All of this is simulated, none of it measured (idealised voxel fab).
A process module follows: voxel released beams.
We display cut, a cross-section 275 nm in width whose square cells are each 5 nm.
The cross-sections in this document take the form of a grid made of square cells. They are written out as bands, in order from top to bottom. Each band consists of one or more rows of cells. Read a band's entry like this: the first values are the height of its top and the height of its bottom in nm, and what follows is the sequence of materials from left to right, each with its width in nm. Note that "empty" is empty space, and that a single material marked "all across" reaches across the band from edge to edge. We count height from 0. Below that, the starting wafer is all one material. The lowest band never ends at the bottom but goes on down; see "0 down" for how that is written. Width "30 to 40": first value at the band's top row of cells, second value at its bottom row, equal change from row to row. "no change occurred" (step): cross-section cells unchanged, all of them. Closed-off voids of 8+ cells (no open route to the top) go in "Closed void register", written width x height at distance from the left edge, in nm. Post-settings text on a step line: simulator's own remark regarding the step. overlay nm, on a step with a mask: how far to the right of its planned place the mask lay; to the left if negative.

-- Planned process steps
step 1: RECEIVE [material Si]
step 2: CONFORMAL_DEP [material SiN] [thk nm 5]
step 3: DIRECTIONAL_DEP [material SiO2] [thk nm 15]
step 4: DIRECTIONAL_DEP [material aC] [thk nm 15]
step 5: PATTERN [tone open] [mask id ANCHOR] [material resist] [width nm 35] [thk nm 35] [overlay nm 0]
step 6: DIRECTIONAL_ETCH [etch materials aC] [depth nm 15]
step 7: STRIP [etch materials resist]
step 8: DIRECTIONAL_ETCH [etch materials SiO2] [depth nm 15]
step 9: STRIP [etch materials aC]
step 10: CONFORMAL_DEP [material W] [thk nm 15]
step 11: MASKED_ETCH [tone cover] [mask id BEAM] [width nm 90] [etch materials W] [depth nm 15] [overlay nm 0]
step 12: STRIP [etch materials SiO2]

-- Incoming wafer in cross-section (state: after step 1)
* 0 down  Si all across
* Closed void register: none

-- a wafer at the end: this start, this plan, one mistake
* 15 to 0  empty 90 nm; W 90 nm; empty 95 nm
* 0 down  Si all across
* Closed void register: none
So what did we get wrong on this run? step 9 ran with different settings than intended, the actual operation and settings being STRIP [etch materials SiN]
